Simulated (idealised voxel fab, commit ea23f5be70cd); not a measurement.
Process module under the name voxel transistor to metal
Section cut is 295 nm wide and gridded with 5 nm square cells.
This document writes a cross-section as a grid whose cells are square, and gives it as bands, listed from the top down; one or more rows of cells form a band.
Band: top and bottom heights (nm) first, top before bottom; then materials from left to right, widths in nm. "throughout" marks a sole material filling the band edge to edge. "blank" denotes empty space.
Heights are measured from 0, the level below which the as-received wafer is all one material; the lowest band has no bottom and continues downward, written as in "0 -> down".
Width: "30 to 40" (first number = top row, second number = bottom row, same change from row to row of cells).
Take "nothing different" at face value: in the step it is given for, the cross-section changed in none of its cells.
Any empty space of 8 cells or more lacking an open way to the top shows up in "Enclosed cavities" as width x height at distance, distance from the left edge, in nm.
Note: text after step settings on the step line = simulator remark on that step.
Among the settings permitted on a step's line is "overlay nm"; applied to a step with a mask, it specifies the extent to which the mask lay to the right of its planned position, whereas a negative figure signifies a position to the left.

Planned step list for the process
1: op RECEIVE | material Si
2: op CONFORMAL_DEP | material SiO2 | thk nm 5
3: op CONFORMAL_DEP | material SiN | thk nm 10
4: op MASKED_ETCH | tone cover | mask id ACTIVE | width nm 115 | pitch nm 145 | etch materials SiN | depth nm 10 | overlay nm 0
5: op MASKED_ETCH | tone cover | mask id ACTIVE | width nm 115 | pitch nm 145 | etch materials SiO2 | depth nm 5 | overlay nm 0
6: op MASKED_ETCH | tone cover | mask id ACTIVE | width nm 115 | pitch nm 145 | etch materials Si | depth nm 30 | overlay nm 0
7: op OXIDIZE | depth nm 5
8: op FILL_DEP | material SiO2 | thk nm 5
9: op CMP | height nm 15
10: op SELECTIVE_ETCH | etch materials SiO2 | depth nm 10
11: op STRIP | etch materials SiN
12: op SELECTIVE_ETCH | etch materials SiO2 | depth nm 5
13: op OXIDIZE | depth nm 5
14: op DIRECTIONAL_DEP | material polySi | thk nm 25
15: op DIRECTIONAL_DEP | material SiCN | thk nm 15
16: op PATTERN | tone cover | mask id GATE | material resist | width nm 35 | pitch nm 145 | thk nm 15 | overlay nm 0
17: op DIRECTIONAL_ETCH | etch materials SiCN | depth nm 25
18: op DIRECTIONAL_ETCH | etch materials polySi | depth nm 35
19: op STRIP | etch materials resist
20: op CONFORMAL_DEP | material SiO2 | thk nm 5
21: op DIRECTIONAL_ETCH | etch materials SiO2 | depth nm 5
22: op CONFORMAL_DEP | material SiN | thk nm 5
23: op DIRECTIONAL_ETCH | etch materials SiN | depth nm 5
24: op DIRECTIONAL_ETCH | etch materials SiO2 | depth nm 5
25: op EPI | material pSi | thk nm 5
26: op FILL_DEP | material SiO2 | thk nm 10
27: op CMP | height nm 25
28: op STRIP | etch materials polySi
29: op SELECTIVE_ETCH | etch materials SiO2 | depth nm 5
30: op CONFORMAL_DEP | material HfO2 | thk nm 5
31: op CONFORMAL_DEP | material TiN | thk nm 5
32: op FILL_DEP | material W | thk nm 10
33: op CMP | height nm 20
34: op DIRECTIONAL_DEP | material SiO2 | thk nm 15
35: op PATTERN | tone open | mask id CONTACT | material resist | width nm 15 | thk nm 15 | overlay nm 0
36: op DIRECTIONAL_ETCH | etch materials SiO2 | depth nm 35
37: op STRIP | etch materials resist
38: op CONFORMAL_DEP | material TiN | thk nm 5
39: op FILL_DEP | material W | thk nm 5
40: op CMP | height nm 35
41: op CONFORMAL_DEP | material SiN | thk nm 5
42: op DIRECTIONAL_DEP | material lowk | thk nm 15
43: op MASKED_ETCH | tone open | mask id METAL_1 | width nm 15 | etch materials lowk | depth nm 15 | overlay nm 0
44: op MASKED_ETCH | tone open | mask id METAL_1 | width nm 15 | etch materials SiN | depth nm 5 | overlay nm 0
45: op CONFORMAL_DEP | material TiN | thk nm 5
46: op FILL_DEP | material Ru | thk nm 5
47: op CMP | height nm 55
48: op EPI | material Ru | thk nm 5
49: op FILL_DEP | material SiCN | thk nm 5
50: op DIRECTIONAL_DEP | material SiO2 | thk nm 35
51: op MASKED_ETCH | tone open | mask id METAL_2 | width nm 15 | pitch nm 145 | etch materials SiO2 | depth nm 20 | overlay nm 0
52: op PATTERN | tone open | mask id METAL_2_HOLES | material resist | width nm 15 | pitch nm 145 | thk nm 15 | overlay nm 0
53: op DIRECTIONAL_ETCH | etch materials SiO2 | depth nm 15
54: op DIRECTIONAL_ETCH | etch materials SiCN | depth nm 5
55: op STRIP | etch materials resist
56: op CONFORMAL_DEP | material TiN | thk nm 5
57: op FILL_DEP | material Cu | thk nm 10
58: op CMP | height nm 100
59: op CONFORMAL_DEP | material SiCN | thk nm 5

Run as planned: first of two wafers

Wafer at receipt (post step 1), cross-section
  0 -> down | Si throughout
  Enclosed cavities: none

How the wafer stands in section after step 2
  5 -> 0 | SiO2 throughout
  Below 0 it's all the same as before, nothing changed down there.

How the wafer stands in section after step 3
  15 -> 5 | SiN throughout
  Below 5 it's all the same as before, nothing changed down there.

How the wafer stands in section after step 4
  15 -> 5 | 15 blank  115 SiN  30 blank  115 SiN  20 blank
  Below 5 it's all the same as before, nothing changed down there.

How the wafer stands in section after step 5
  15 -> 5 | 15 blank  115 SiN  30 blank  115 SiN  20 blank
  5 -> 0 | 15 blank  115 SiO2  30 blank  115 SiO2  20 blank
  Below 0 it's all the same as before, nothing changed down there.

How the wafer stands in section after step 6
  15 -> 5 | 15 blank  115 SiN  30 blank  115 SiN  20 blank
  5 -> 0 | 15 blank  115 SiO2  30 blank  115 SiO2  20 blank
  0 -> -30 | 15 blank  115 Si  30 blank  115 Si  20 blank
  Below -30 it's all the same as before, nothing changed down there.

How the wafer stands in section after step 7
  15 -> 5 | 15 blank  115 SiN  30 blank  115 SiN  20 blank
  5 -> 0 | 15 blank  115 SiO2  30 blank  115 SiO2  20 blank
  0 -> -30 | 15 blank  5 SiO2  105 Si  5 SiO2  30 blank  5 SiO2  105 Si  5 SiO2  20 blank
  -30 -> -35 | 20 SiO2  105 Si  40 SiO2  105 Si  25 SiO2
  Below -35 it's all the same as before, nothing changed down there.

How the wafer stands in section after step 8
  20 -> 15 | SiO2 throughout
  15 -> 5 | 15 SiO2  115 SiN  30 SiO2  115 SiN  20 SiO2
  5 -> 0 | SiO2 throughout
  0 -> -35 | 20 SiO2  105 Si  40 SiO2  105 Si  25 SiO2
  Below -35 it's all the same as before, nothing changed down there.

How the wafer stands in section after step 9
  15 -> 5 | 15 SiO2  115 SiN  30 SiO2  115 SiN  20 SiO2
  Below 5 it's all the same as before, nothing changed down there.

How the wafer stands in section after step 10
  15 -> 5 | 15 blank  115 SiN  30 blank  115 SiN  20 blank
  Below 5 it's all the same as before, nothing changed down there.

How the wafer stands in section after step 11
  5 -> 0 | SiO2 throughout
  Below 0 it's all the same as before, nothing changed down there.

How the wafer stands in section after step 12
  0 -> -35 | 20 SiO2  105 Si  40 SiO2  105 Si  25 SiO2
  Below -35 it's all the same as before, nothing changed down there.

How the wafer stands in section after step 13
  0 -> -5 | SiO2 throughout
  Below -5 it's all the same as before, nothing changed down there.

How the wafer stands in section after step 14
  25 -> 0 | polySi throughout
  Below 0 it's all the same as before, nothing changed down there.

How the wafer stands in section after step 15
  40 -> 25 | SiCN throughout
  Below 25 it's all the same as before, nothing changed down there.

How the wafer stands in section after step 16
  55 -> 40 | 55 blank  35 resist  110 blank  35 resist  60 blank
  Below 40 it's all the same as before, nothing changed down there.

How the wafer stands in section after step 17
  55 -> 40 | 55 blank  35 resist  110 blank  35 resist  60 blank
  40 -> 25 | 55 blank  35 SiCN  110 blank  35 SiCN  60 blank
  Below 25 it's all the same as before, nothing changed down there.

How the wafer stands in section after step 18
  55 -> 40 | 55 blank  35 resist  110 blank  35 resist  60 blank
  40 -> 25 | 55 blank  35 SiCN  110 blank  35 SiCN  60 blank
  25 -> 0 | 55 blank  35 polySi  110 blank  35 polySi  60 blank
  Below 0 it's all the same as before, nothing changed down there.

How the wafer stands in section after step 19
  40 -> 25 | 55 blank  35 SiCN  110 blank  35 SiCN  60 blank
  Below 25 it's all the same as before, nothing changed down there.

How the wafer stands in section after step 20
  45 -> 40 | 50 blank  45 SiO2  100 blank  45 SiO2  55 blank
  40 -> 25 | 50 blank  5 SiO2  35 SiCN  5 SiO2  100 blank  5 SiO2  35 SiCN  5 SiO2  55 blank
  25 -> 5 | 50 blank  5 SiO2  35 polySi  5 SiO2  100 blank  5 SiO2  35 polySi  5 SiO2  55 blank
  5 -> 0 | 55 SiO2  35 polySi  110 SiO2  35 polySi  60 SiO2
  Below 0 it's all the same as before, nothing changed down there.

How the wafer stands in section after step 21
  40 -> 25 | 50 blank  5 SiO2  35 SiCN  5 SiO2  100 blank  5 SiO2  35 SiCN  5 SiO2  55 blank
  25 -> 0 | 50 blank  5 SiO2  35 polySi  5 SiO2  100 blank  5 SiO2  35 polySi  5 SiO2  55 blank
  Below 0 it's all the same as before, nothing changed down there.

How the wafer stands in section after step 22
  45 -> 40 | 45 blank  55 SiN  90 blank  55 SiN  50 blank
  40 -> 25 | 45 blank  5 SiN  5 SiO2  35 SiCN  5 SiO2  5 SiN  90 blank  5 SiN  5 SiO2  35 SiCN  5 SiO2  5 SiN  50 blank
  25 -> 5 | 45 blank  5 SiN  5 SiO2  35 polySi  5 SiO2  5 SiN  90 blank  5 SiN  5 SiO2  35 polySi  5 SiO2  5 SiN  50 blank
  5 -> 0 | 50 SiN  5 SiO2  35 polySi  5 SiO2  100 SiN  5 SiO2  35 polySi  5 SiO2  55 SiN
  Below 0 it's all the same as before, nothing changed down there.

How the wafer stands in section after step 23
  40 -> 25 | 45 blank  5 SiN  5 SiO2  35 SiCN  5 SiO2  5 SiN  90 blank  5 SiN  5 SiO2  35 SiCN  5 SiO2  5 SiN  50 blank
  25 -> 0 | 45 blank  5 SiN  5 SiO2  35 polySi  5 SiO2  5 SiN  90 blank  5 SiN  5 SiO2  35 polySi  5 SiO2  5 SiN  50 blank
  Below 0 it's all the same as before, nothing changed down there.

How the wafer stands in section after step 24
  40 -> 35 | 45 blank  5 SiN  5 blank  35 SiCN  5 blank  5 SiN  90 blank  5 SiN  5 blank  35 SiCN  5 blank  5 SiN  50 blank
  35 -> 25 | 45 blank  5 SiN  5 SiO2  35 SiCN  5 SiO2  5 SiN  90 blank  5 SiN  5 SiO2  35 SiCN  5 SiO2  5 SiN  50 blank
  25 -> 0 | 45 blank  5 SiN  5 SiO2  35 polySi  5 SiO2  5 SiN  90 blank  5 SiN  5 SiO2  35 polySi  5 SiO2  5 SiN  50 blank
  0 -> -5 | 45 blank  55 SiO2  90 blank  55 SiO2  50 blank
  Below -5 it's all the same as before, nothing changed down there.

How the wafer stands in section after step 25
  40 -> 35 | 45 blank  5 SiN  5 blank  35 SiCN  5 blank  5 SiN  90 blank  5 SiN  5 blank  35 SiCN  5 blank  5 SiN  50 blank
  35 -> 25 | 45 blank  5 SiN  5 SiO2  35 SiCN  5 SiO2  5 SiN  90 blank  5 SiN  5 SiO2  35 SiCN  5 SiO2  5 SiN  50 blank
  25 -> 0 | 45 blank  5 SiN  5 SiO2  35 polySi  5 SiO2  5 SiN  90 blank  5 SiN  5 SiO2  35 polySi  5 SiO2  5 SiN  50 blank
  0 -> -5 | 15 blank  30 pSi  55 SiO2  30 pSi  30 blank  30 pSi  55 SiO2  30 pSi  20 blank
  Below -5 it's all the same as before, nothing changed down there.

How the wafer stands in section after step 26
  50 -> 40 | SiO2 throughout
  40 -> 25 | 45 SiO2  5 SiN  5 SiO2  35 SiCN  5 SiO2  5 SiN  90 SiO2  5 SiN  5 SiO2  35 SiCN  5 SiO2  5 SiN  50 SiO2
  25 -> 0 | 45 SiO2  5 SiN  5 SiO2  35 polySi  5 SiO2  5 SiN  90 SiO2  5 SiN  5 SiO2  35 polySi  5 SiO2  5 SiN  50 SiO2
  0 -> -5 | 15 SiO2  30 pSi  55 SiO2  30 pSi  30 SiO2  30 pSi  55 SiO2  30 pSi  20 SiO2
  Below -5 it's all the same as before, nothing changed down there.

How the wafer stands in section after step 27
  25 -> 0 | 45 SiO2  5 SiN  5 SiO2  35 polySi  5 SiO2  5 SiN  90 SiO2  5 SiN  5 SiO2  35 polySi  5 SiO2  5 SiN  50 SiO2
  Below 0 it's all the same as before, nothing changed down there.

How the wafer stands in section after step 28
  25 -> 0 | 45 SiO2  5 SiN  5 SiO2  35 blank  5 SiO2  5 SiN  90 SiO2  5 SiN  5 SiO2  35 blank  5 SiO2  5 SiN  50 SiO2
  Below 0 it's all the same as before, nothing changed down there.

How the wafer stands in section after step 29
  25 -> 20 | 45 blank  5 SiN  45 blank  5 SiN  90 blank  5 SiN  45 blank  5 SiN  50 blank
  20 -> 0 | 45 SiO2  5 SiN  45 blank  5 SiN  90 SiO2  5 SiN  45 blank  5 SiN  50 SiO2
  0 -> -5 | 15 SiO2  30 pSi  5 SiO2  45 blank  5 SiO2  30 pSi  30 SiO2  30 pSi  5 SiO2  45 blank  5 SiO2  30 pSi  20 SiO2
  Below -5 it's all the same as before, nothing changed down there.

How the wafer stands in section after step 30
  30 -> 25 | 40 blank  15 HfO2  35 blank  15 HfO2  80 blank  15 HfO2  35 blank  15 HfO2  45 blank
  25 -> 20 | 45 HfO2  5 SiN  5 HfO2  35 blank  5 HfO2  5 SiN  90 HfO2  5 SiN  5 HfO2  35 blank  5 HfO2  5 SiN  50 HfO2
  20 -> 0 | 45 SiO2  5 SiN  5 HfO2  35 blank  5 HfO2  5 SiN  90 SiO2  5 SiN  5 HfO2  35 blank  5 HfO2  5 SiN  50 SiO2
  0 -> -5 | 15 SiO2  30 pSi  5 SiO2  45 HfO2  5 SiO2  30 pSi  30 SiO2  30 pSi  5 SiO2  45 HfO2  5 SiO2  30 pSi  20 SiO2
  Below -5 it's all the same as before, nothing changed down there.

How the wafer stands in section after step 31
  35 -> 30 | 35 blank  25 TiN  25 blank  25 TiN  70 blank  25 TiN  25 blank  25 TiN  40 blank
  30 -> 25 | 40 TiN  15 HfO2  5 TiN  25 blank  5 TiN  15 HfO2  80 TiN  15 HfO2  5 TiN  25 blank  5 TiN  15 HfO2  45 TiN
  25 -> 20 | 45 HfO2  5 SiN  5 HfO2  5 TiN  25 blank  5 TiN  5 HfO2  5 SiN  90 HfO2  5 SiN  5 HfO2  5 TiN  25 blank  5 TiN  5 HfO2  5 SiN  50 HfO2
  20 -> 5 | 45 SiO2  5 SiN  5 HfO2  5 TiN  25 blank  5 TiN  5 HfO2  5 SiN  90 SiO2  5 SiN  5 HfO2  5 TiN  25 blank  5 TiN  5 HfO2  5 SiN  50 SiO2
  5 -> 0 | 45 SiO2  5 SiN  5 HfO2  35 TiN  5 HfO2  5 SiN  90 SiO2  5 SiN  5 HfO2  35 TiN  5 HfO2  5 SiN  50 SiO2
  Below 0 it's all the same as before, nothing changed down there.

How the wafer stands in section after step 32
  45 -> 35 | W throughout
  35 -> 30 | 35 W  25 TiN  25 W  25 TiN  70 W  25 TiN  25 W  25 TiN  40 W
  30 -> 25 | 40 TiN  15 HfO2  5 TiN  25 W  5 TiN  15 HfO2  80 TiN  15 HfO2  5 TiN  25 W  5 TiN  15 HfO2  45 TiN
  25 -> 20 | 45 HfO2  5 SiN  5 HfO2  5 TiN  25 W  5 TiN  5 HfO2  5 SiN  90 HfO2  5 SiN  5 HfO2  5 TiN  25 W  5 TiN  5 HfO2  5 SiN  50 HfO2
  20 -> 5 | 45 SiO2  5 SiN  5 HfO2  5 TiN  25 W  5 TiN  5 HfO2  5 SiN  90 SiO2  5 SiN  5 HfO2  5 TiN  25 W  5 TiN  5 HfO2  5 SiN  50 SiO2
  Below 5 it's all the same as before, nothing changed down there.

How the wafer stands in section after step 33
  20 -> 5 | 45 SiO2  5 SiN  5 HfO2  5 TiN  25 W  5 TiN  5 HfO2  5 SiN  90 SiO2  5 SiN  5 HfO2  5 TiN  25 W  5 TiN  5 HfO2  5 SiN  50 SiO2
  Below 5 it's all the same as before, nothing changed down there.

How the wafer stands in section after step 34
  35 -> 20 | SiO2 throughout
  Below 20 it's all the same as before, nothing changed down there.

How the wafer stands in section after step 35
  50 -> 35 | 20 resist  15 blank  75 resist  15 blank  40 resist  15 blank  75 resist  15 blank  25 resist
  Below 35 it's all the same as before, nothing changed down there.

How the wafer stands in section after step 36
  50 -> 35 | 20 resist  15 blank  75 resist  15 blank  40 resist  15 blank  75 resist  15 blank  25 resist
  35 -> 20 | 20 SiO2  15 blank  75 SiO2  15 blank  40 SiO2  15 blank  75 SiO2  15 blank  25 SiO2
  20 -> 5 | 20 SiO2  15 blank  10 SiO2  5 SiN  5 HfO2  5 TiN  25 W  5 TiN  5 HfO2  5 SiN  10 SiO2  15 blank  40 SiO2  15 blank  10 SiO2  5 SiN  5 HfO2  5 TiN  25 W  5 TiN  5 HfO2  5 SiN  10 SiO2  15 blank  25 SiO2
  5 -> 0 | 20 SiO2  15 blank  10 SiO2  5 SiN  5 HfO2  35 TiN  5 HfO2  5 SiN  10 SiO2  15 blank  40 SiO2  15 blank  10 SiO2  5 SiN  5 HfO2  35 TiN  5 HfO2  5 SiN  10 SiO2  15 blank  25 SiO2
  Below 0 it's all the same as before, nothing changed down there.

How the wafer stands in section after step 37
  35 -> 20 | 20 SiO2  15 blank  75 SiO2  15 blank  40 SiO2  15 blank  75 SiO2  15 blank  25 SiO2
  Below 20 it's all the same as before, nothing changed down there.

How the wafer stands in section after step 38
  40 -> 35 | 25 TiN  5 blank  85 TiN  5 blank  50 TiN  5 blank  85 TiN  5 blank  30 TiN
  35 -> 20 | 20 SiO2  5 TiN  5 blank  5 TiN  75 SiO2  5 TiN  5 blank  5 TiN  40 SiO2  5 TiN  5 blank  5 TiN  75 SiO2  5 TiN  5 blank  5 TiN  25 SiO2
  20 -> 5 | 20 SiO2  5 TiN  5 blank  5 TiN  10 SiO2  5 SiN  5 HfO2  5 TiN  25 W  5 TiN  5 HfO2  5 SiN  10 SiO2  5 TiN  5 blank  5 TiN  40 SiO2  5 TiN  5 blank  5 TiN  10 SiO2  5 SiN  5 HfO2  5 TiN  25 W  5 TiN  5 HfO2  5 SiN  10 SiO2  5 TiN  5 blank  5 TiN  25 SiO2
  5 -> 0 | 20 SiO2  15 TiN  10 SiO2  5 SiN  5 HfO2  35 TiN  5 HfO2  5 SiN  10 SiO2  15 TiN  40 SiO2  15 TiN  10 SiO2  5 SiN  5 HfO2  35 TiN  5 HfO2  5 SiN  10 SiO2  15 TiN  25 SiO2
  Below 0 it's all the same as before, nothing changed down there.

How the wafer stands in section after step 39
  45 -> 40 | W throughout
  40 -> 35 | 25 TiN  5 W  85 TiN  5 W  50 TiN  5 W  85 TiN  5 W  30 TiN
  35 -> 20 | 20 SiO2  5 TiN  5 W  5 TiN  75 SiO2  5 TiN  5 W  5 TiN  40 SiO2  5 TiN  5 W  5 TiN  75 SiO2  5 TiN  5 W  5 TiN  25 SiO2
  20 -> 5 | 20 SiO2  5 TiN  5 W  5 TiN  10 SiO2  5 SiN  5 HfO2  5 TiN  25 W  5 TiN  5 HfO2  5 SiN  10 SiO2  5 TiN  5 W  5 TiN  40 SiO2  5 TiN  5 W  5 TiN  10 SiO2  5 SiN  5 HfO2  5 TiN  25 W  5 TiN  5 HfO2  5 SiN  10 SiO2  5 TiN  5 W  5 TiN  25 SiO2
  Below 5 it's all the same as before, nothing changed down there.

How the wafer stands in section after step 40
  35 -> 20 | 20 SiO2  5 TiN  5 W  5 TiN  75 SiO2  5 TiN  5 W  5 TiN  40 SiO2  5 TiN  5 W  5 TiN  75 SiO2  5 TiN  5 W  5 TiN  25 SiO2
  Below 20 it's all the same as before, nothing changed down there.

How the wafer stands in section after step 41
  40 -> 35 | SiN throughout
  Below 35 it's all the same as before, nothing changed down there.

How the wafer stands in section after step 42
  55 -> 40 | lowk throughout
  Below 40 it's all the same as before, nothing changed down there.

How the wafer stands in section after step 43
  55 -> 40 | 20 lowk  15 blank  75 lowk  15 blank  40 lowk  15 blank  75 lowk  15 blank  25 lowk
  Below 40 it's all the same as before, nothing changed down there.

How the wafer stands in section after step 44
  55 -> 40 | 20 lowk  15 blank  75 lowk  15 blank  40 lowk  15 blank  75 lowk  15 blank  25 lowk
  40 -> 35 | 20 SiN  15 blank  75 SiN  15 blank  40 SiN  15 blank  75 SiN  15 blank  25 SiN
  Below 35 it's all the same as before, nothing changed down there.

How the wafer stands in section after step 45
  60 -> 55 | 25 TiN  5 blank  85 TiN  5 blank  50 TiN  5 blank  85 TiN  5 blank  30 TiN
  55 -> 40 | 20 lowk  5 TiN  5 blank  5 TiN  75 lowk  5 TiN  5 blank  5 TiN  40 lowk  5 TiN  5 blank  5 TiN  75 lowk  5 TiN  5 blank  5 TiN  25 lowk
  40 -> 35 | 20 SiN  15 TiN  75 SiN  15 TiN  40 SiN  15 TiN  75 SiN  15 TiN  25 SiN
  Below 35 it's all the same as before, nothing changed down there.

How the wafer stands in section after step 46
  65 -> 60 | Ru throughout
  60 -> 55 | 25 TiN  5 Ru  85 TiN  5 Ru  50 TiN  5 Ru  85 TiN  5 Ru  30 TiN
  55 -> 40 | 20 lowk  5 TiN  5 Ru  5 TiN  75 lowk  5 TiN  5 Ru  5 TiN  40 lowk  5 TiN  5 Ru  5 TiN  75 lowk  5 TiN  5 Ru  5 TiN  25 lowk
  Below 40 it's all the same as before, nothing changed down there.

How the wafer stands in section after step 47
  55 -> 40 | 20 lowk  5 TiN  5 Ru  5 TiN  75 lowk  5 TiN  5 Ru  5 TiN  40 lowk  5 TiN  5 Ru  5 TiN  75 lowk  5 TiN  5 Ru  5 TiN  25 lowk
  Below 40 it's all the same as before, nothing changed down there.

How the wafer stands in section after step 48
  60 -> 55 | 15 blank  25 Ru  65 blank  25 Ru  30 blank  25 Ru  65 blank  25 Ru  20 blank
  Below 55 it's all the same as before, nothing changed down there.

How the wafer stands in section after step 49
  65 -> 60 | SiCN throughout
  60 -> 55 | 15 SiCN  25 Ru  65 SiCN  25 Ru  30 SiCN  25 Ru  65 SiCN  25 Ru  20 SiCN
  Below 55 it's all the same as before, nothing changed down there.

How the wafer stands in section after step 50
  100 -> 65 | SiO2 throughout
  Below 65 it's all the same as before, nothing changed down there.

How the wafer stands in section after step 51
  100 -> 80 | 20 SiO2  15 blank  130 SiO2  15 blank  115 SiO2
  Below 80 it's all the same as before, nothing changed down there.

How the wafer stands in section after step 52
  115 -> 100 | 20 resist  15 blank  130 resist  15 blank  115 resist
  Below 100 it's all the same as before, nothing changed down there.

How the wafer stands in section after step 53
  115 -> 100 | 20 resist  15 blank  130 resist  15 blank  115 resist
  100 -> 65 | 20 SiO2  15 blank  130 SiO2  15 blank  115 SiO2
  Below 65 it's all the same as before, nothing changed down there.

How the wafer stands in section after step 54
  115 -> 100 | 20 resist  15 blank  130 resist  15 blank  115 resist
  100 -> 65 | 20 SiO2  15 blank  130 SiO2  15 blank  115 SiO2
  65 -> 60 | 20 SiCN  15 blank  130 SiCN  15 blank  115 SiCN
  Below 60 it's all the same as before, nothing changed down there.

How the wafer stands in section after step 55
  100 -> 65 | 20 SiO2  15 blank  130 SiO2  15 blank  115 SiO2
  Below 65 it's all the same as before, nothing changed down there.

How the wafer stands in section after step 56
  105 -> 100 | 25 TiN  5 blank  140 TiN  5 blank  120 TiN
  100 -> 65 | 20 SiO2  5 TiN  5 blank  5 TiN  130 SiO2  5 TiN  5 blank  5 TiN  115 SiO2
  65 -> 60 | 20 SiCN  15 TiN  130 SiCN  15 TiN  115 SiCN
  Below 60 it's all the same as before, nothing changed down there.

How the wafer stands in section after step 57
  115 -> 105 | Cu throughout
  105 -> 100 | 25 TiN  5 Cu  140 TiN  5 Cu  120 TiN
  100 -> 65 | 20 SiO2  5 TiN  5 Cu  5 TiN  130 SiO2  5 TiN  5 Cu  5 TiN  115 SiO2
  Below 65 it's all the same as before, nothing changed down there.

How the wafer stands in section after step 58
  100 -> 65 | 20 SiO2  5 TiN  5 Cu  5 TiN  130 SiO2  5 TiN  5 Cu  5 TiN  115 SiO2
  Below 65 it's all the same as before, nothing changed down there.

How the wafer stands in section after step 59
  105 -> 100 | SiCN throughout
  Below 100 it's all the same as before, nothing changed down there.

Second wafer - shared start and plan with the first - one error in running - same as the first up to step 33 inclusive

Second wafer: cross-section at the scheduled end of step 34
  35 -> 20 | Ru throughout
  Below 20 it's all the same as before, nothing changed down there.

Second wafer: cross-section at the scheduled end of step 35
  50 -> 35 | 20 resist  15 blank  75 resist  15 blank  40 resist  15 blank  75 resist  15 blank  25 resist
  Below 35 it's all the same as before, nothing changed down there.

Second wafer: cross-section at the scheduled end of step 36: nothing different

Second wafer: cross-section at the scheduled end of step 37
  35 -> 20 | Ru throughout
  Below 20 it's all the same as before, nothing changed down there.

Second wafer: cross-section at the scheduled end of step 38
  40 -> 35 | TiN throughout
  Below 35 it's all the same as before, nothing changed down there.

Second wafer: cross-section at the scheduled end of step 39
  45 -> 40 | W throughout
  Below 40 it's all the same as before, nothing changed down there.

Second wafer: cross-section at the scheduled end of step 40
  35 -> 20 | Ru throughout
  Below 20 it's all the same as before, nothing changed down there.

Second wafer: cross-section at the scheduled end of step 41
  40 -> 35 | SiN throughout
  Below 35 it's all the same as before, nothing changed down there.

Second wafer: cross-section at the scheduled end of step 42
  55 -> 40 | lowk throughout
  Below 40 it's all the same as before, nothing changed down there.

Second wafer: cross-section at the scheduled end of step 43
  55 -> 40 | 20 lowk  15 blank  75 lowk  15 blank  40 lowk  15 blank  75 lowk  15 blank  25 lowk
  Below 40 it's all the same as before, nothing changed down there.

Second wafer: cross-section at the scheduled end of step 44
  55 -> 40 | 20 lowk  15 blank  75 lowk  15 blank  40 lowk  15 blank  75 lowk  15 blank  25 lowk
  40 -> 35 | 20 SiN  15 blank  75 SiN  15 blank  40 SiN  15 blank  75 SiN  15 blank  25 SiN
  Below 35 it's all the same as before, nothing changed down there.

Second wafer: cross-section at the scheduled end of step 45
  60 -> 55 | 25 TiN  5 blank  85 TiN  5 blank  50 TiN  5 blank  85 TiN  5 blank  30 TiN
  55 -> 40 | 20 lowk  5 TiN  5 blank  5 TiN  75 lowk  5 TiN  5 blank  5 TiN  40 lowk  5 TiN  5 blank  5 TiN  75 lowk  5 TiN  5 blank  5 TiN  25 lowk
  40 -> 35 | 20 SiN  15 TiN  75 SiN  15 TiN  40 SiN  15 TiN  75 SiN  15 TiN  25 SiN
  Below 35 it's all the same as before, nothing changed down there.

Second wafer: cross-section at the scheduled end of step 46
  65 -> 60 | Ru throughout
  60 -> 55 | 25 TiN  5 Ru  85 TiN  5 Ru  50 TiN  5 Ru  85 TiN  5 Ru  30 TiN
  55 -> 40 | 20 lowk  5 TiN  5 Ru  5 TiN  75 lowk  5 TiN  5 Ru  5 TiN  40 lowk  5 TiN  5 Ru  5 TiN  75 lowk  5 TiN  5 Ru  5 TiN  25 lowk
  Below 40 it's all the same as before, nothing changed down there.

Second wafer: cross-section at the scheduled end of step 47
  55 -> 40 | 20 lowk  5 TiN  5 Ru  5 TiN  75 lowk  5 TiN  5 Ru  5 TiN  40 lowk  5 TiN  5 Ru  5 TiN  75 lowk  5 TiN  5 Ru  5 TiN  25 lowk
  Below 40 it's all the same as before, nothing changed down there.

Second wafer: cross-section at the scheduled end of step 48
  60 -> 55 | 15 blank  25 Ru  65 blank  25 Ru  30 blank  25 Ru  65 blank  25 Ru  20 blank
  Below 55 it's all the same as before, nothing changed down there.

Second wafer: cross-section at the scheduled end of step 49
  65 -> 60 | SiCN throughout
  60 -> 55 | 15 SiCN  25 Ru  65 SiCN  25 Ru  30 SiCN  25 Ru  65 SiCN  25 Ru  20 SiCN
  Below 55 it's all the same as before, nothing changed down there.

Second wafer: cross-section at the scheduled end of step 50
  100 -> 65 | SiO2 throughout
  Below 65 it's all the same as before, nothing changed down there.

Second wafer: cross-section at the scheduled end of step 51
  100 -> 80 | 20 SiO2  15 blank  130 SiO2  15 blank  115 SiO2
  Below 80 it's all the same as before, nothing changed down there.

Second wafer: cross-section at the scheduled end of step 52
  115 -> 100 | 20 resist  15 blank  130 resist  15 blank  115 resist
  Below 100 it's all the same as before, nothing changed down there.

Second wafer: cross-section at the scheduled end of step 53
  115 -> 100 | 20 resist  15 blank  130 resist  15 blank  115 resist
  100 -> 65 | 20 SiO2  15 blank  130 SiO2  15 blank  115 SiO2
  Below 65 it's all the same as before, nothing changed down there.

Second wafer: cross-section at the scheduled end of step 54
  115 -> 100 | 20 resist  15 blank  130 resist  15 blank  115 resist
  100 -> 65 | 20 SiO2  15 blank  130 SiO2  15 blank  115 SiO2
  65 -> 60 | 20 SiCN  15 blank  130 SiCN  15 blank  115 SiCN
  Below 60 it's all the same as before, nothing changed down there.

Second wafer: cross-section at the scheduled end of step 55
  100 -> 65 | 20 SiO2  15 blank  130 SiO2  15 blank  115 SiO2
  Below 65 it's all the same as before, nothing changed down there.

Second wafer: cross-section at the scheduled end of step 56
  105 -> 100 | 25 TiN  5 blank  140 TiN  5 blank  120 TiN
  100 -> 65 | 20 SiO2  5 TiN  5 blank  5 TiN  130 SiO2  5 TiN  5 blank  5 TiN  115 SiO2
  65 -> 60 | 20 SiCN  15 TiN  130 SiCN  15 TiN  115 SiCN
  Below 60 it's all the same as before, nothing changed down there.

Second wafer: cross-section at the scheduled end of step 57
  115 -> 105 | Cu throughout
  105 -> 100 | 25 TiN  5 Cu  140 TiN  5 Cu  120 TiN
  100 -> 65 | 20 SiO2  5 TiN  5 Cu  5 TiN  130 SiO2  5 TiN  5 Cu  5 TiN  115 SiO2
  Below 65 it's all the same as before, nothing changed down there.

Second wafer: cross-section at the scheduled end of step 58
  100 -> 65 | 20 SiO2  5 TiN  5 Cu  5 TiN  130 SiO2  5 TiN  5 Cu  5 TiN  115 SiO2
  Below 65 it's all the same as before, nothing changed down there.

Second wafer: cross-section at the scheduled end of step 59
  105 -> 100 | SiCN throughout
  Below 100 it's all the same as before, nothing changed down there.
What was done differently from what was planned? step 34 was processed under conditions differing from the plan, specifically as op DIRECTIONAL_DEP | material Ru | thk nm 15
Final tally in cells, some materials are higher or lower on the second wafer than on the first: Ru +177; SiO2 -93; TiN -60; W -24
